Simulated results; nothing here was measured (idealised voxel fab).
This section sets out a process module, namely voxel wiring stack.
It is cross-section cut that appears here, measuring 260 nm in width, its square cells being 5 nm in size.
A cross-section is a grid of square cells, given in bands from the top down. A band is one or more rows of cells.
Each band's line starts with the height of the band's top and of its bottom, in nm. Then come its materials from left to right, each with its width in nm. One material with "throughout" fills the band from edge to edge. "air" is empty space.
All heights in this document are referenced to 0, defined as the level beneath which the wafer, as received, consists entirely of one material. The lowest band is not bounded below; it extends indefinitely downward and is written in the form "top 0, no bottom".
Quick explanation for "30 to 40": the width changes in equal steps down the rows of cells, from the first number in the band's top row to the second number in its bottom row.
No cell of the cross-section changed in a step that is given as "no modification".
"Closed internal voids" enumerates empty spaces isolated from the top, with no open way to it, that contain at least 8 cells, giving each as width x height at distance from the left edge, all three in nm.
On a step's line, text after the settings is the simulator commenting on that step.
You can add "overlay nm" to a step's line. For a step with a mask, it describes how far the mask lay to the right of its planned position, and a negative number describes a lay to the left.
### Planned process steps
1,op RECEIVE | material Si
2,op CONFORMAL_DEP | material SiO2 | thk nm 15
3,op CONFORMAL_DEP | material SiN | thk nm 5
4,op DIRECTIONAL_DEP | material SiO2 | thk nm 15
5,op PATTERN | tone open | mask id METAL_1 | material resist | width nm 30 | pitch nm 60 | thk nm 15 | overlay nm 0
6,op DIRECTIONAL_ETCH | etch materials SiO2 | depth nm 15
7,op DIRECTIONAL_ETCH | etch materials SiN | depth nm 5
8,op STRIP | etch materials resist
9,op CONFORMAL_DEP | material TiN | thk nm 5
10,op FILL_DEP | material W | thk nm 5
11,op CMP | height nm 35
12,op EPI | material Ru | thk nm 5
13,op FILL_DEP | material SiCN | thk nm 5
14,op DIRECTIONAL_DEP | material lowk | thk nm 30
15,op DIRECTIONAL_DEP | material aC | thk nm 10
16,op PATTERN | tone open | mask id METAL_2 | material resist | width nm 30 | pitch nm 60 | thk nm 25 | overlay nm 0
17,op DIRECTIONAL_ETCH | etch materials aC | depth nm 10
18,op STRIP | etch materials resist
19,op DIRECTIONAL_ETCH | etch materials lowk | depth nm 20
20,op STRIP | etch materials aC
21,op DIRECTIONAL_DEP | material aC | thk nm 15
22,op PATTERN | tone open | mask id METAL_2_HOLES | material resist | width nm 15 | pitch nm 120 | thk nm 30 | overlay nm 0
23,op DIRECTIONAL_ETCH | etch materials aC | depth nm 15
24,op STRIP | etch materials resist
25,op DIRECTIONAL_ETCH | etch materials lowk | depth nm 10
26,op DIRECTIONAL_ETCH | etch materials SiCN | depth nm 5
27,op STRIP | etch materials aC
28,op CONFORMAL_DEP | material TiN | thk nm 5
29,op FILL_DEP | material Cu | thk nm 5
30,op CMP | height nm 75
31,op CONFORMAL_DEP | material SiCN | thk nm 5
32,op DIRECTIONAL_DEP | material lowk | thk nm 15
33,op MASKED_ETCH | tone open | mask id PLUG_2 | width nm 15 | pitch nm 120 | etch materials lowk | depth nm 15 | overlay nm 0
34,op MASKED_ETCH | tone open | mask id PLUG_2 | width nm 15 | pitch nm 120 | etch materials SiCN | depth nm 5 | overlay nm 0
35,op EPI | material Ru | thk nm 10
36,op EPI | material Ru | thk nm 10
37,op DIRECTIONAL_DEP | material TiN | thk nm 5
38,op DIRECTIONAL_DEP | material Ru | thk nm 25
39,op MASKED_ETCH | tone cover | mask id METAL_3 | width nm 30 | pitch nm 60 | etch materials Ru | depth nm 25 | overlay nm 0
40,op MASKED_ETCH | tone cover | mask id METAL_3 | width nm 30 | pitch nm 60 | etch materials TiN | depth nm 5 | overlay nm 0
41,op CONFORMAL_DEP | material SiN | thk nm 5
42,op FILL_DEP | material SiO2 | thk nm 5
43,op CMP | height nm 125
44,op CONFORMAL_DEP | material SiN | thk nm 5
### Cross-section of the wafer at receipt, which is the condition after step 1
* top 0, no bottom  Si throughout
* Closed internal voids: none
### End state of the module in cross-section, given the above starting point and plan and one mistake in execution
* top 130, bottom 125  SiN throughout
* top 125, bottom 115  SiO2 (50), SiN (5), Ru (15), SiN (5), SiO2 (95), SiN (5), Ru (15), SiN (5), SiO2 (65)
* top 115, bottom 110  SiO2 (50), SiN (5), Ru (15), SiN (20), SiO2 (20), SiN (40), SiO2 (20), SiN (5), Ru (15), SiN (20), SiO2 (50)
* top 110, bottom 100  SiO2 (50), SiN (5), Ru (30), SiN (5), SiO2 (20), SiN (5), Ru (30), SiN (5), SiO2 (20), SiN (5), Ru (30), SiN (5), SiO2 (50)
* top 100, bottom 95  SiO2 (50), SiN (5), TiN (15), Ru (15), SiN (5), SiO2 (20), SiN (5), Ru (30), SiN (5), SiO2 (20), SiN (5), TiN (15), Ru (15), SiN (5), SiO2 (50)
* top 95, bottom 85  SiO2 (50), SiN (5), lowk (15), Ru (15), SiN (5), SiO2 (20), SiN (5), Ru (30), SiN (5), SiO2 (20), SiN (5), lowk (15), Ru (15), SiN (5), SiO2 (50)
* top 85, bottom 80  SiN (55), lowk (15), TiN (15), SiN (30), TiN (30), SiN (30), lowk (15), TiN (15), SiN (55)
* top 80, bottom 75  SiCN throughout
* top 75, bottom 60  lowk (55), TiN (5), Cu (20), TiN (5), lowk (30), TiN (5), Cu (20), TiN (5), lowk (30), TiN (5), Cu (20), TiN (5), lowk (55)
* top 60, bottom 55  lowk (55), TiN (5), Cu (5), TiN (20), lowk (30), TiN (30), lowk (30), TiN (5), Cu (5), TiN (20), lowk (55)
* top 55, bottom 45  lowk (55), TiN (5), Cu (5), TiN (5), lowk (105), TiN (5), Cu (5), TiN (5), lowk (70)
* top 45, bottom 40  SiCN (55), TiN (15), SiCN (105), TiN (15), SiCN (70)
* top 40, bottom 35  SiCN (50), Ru (40), SiCN (20), Ru (40), SiCN (20), Ru (40), SiCN (50)
* top 35, bottom 20  SiO2 (55), TiN (5), W (20), TiN (5), SiO2 (30), TiN (5), W (20), TiN (5), SiO2 (30), TiN (5), W (20), TiN (5), SiO2 (55)
* top 20, bottom 15  SiN (55), TiN (30), SiN (30), TiN (30), SiN (30), TiN (30), SiN (55)
* top 15, bottom 0  SiO2 throughout
* top 0, no bottom  Si throughout
* Closed internal voids: none
what went wrong: for step 33, the planned setting was not used; the step was instead run as op MASKED_ETCH | tone cover | mask id PLUG_2 | width nm 15 | pitch nm 120 | etch materials lowk | depth nm 15 | overlay nm 0
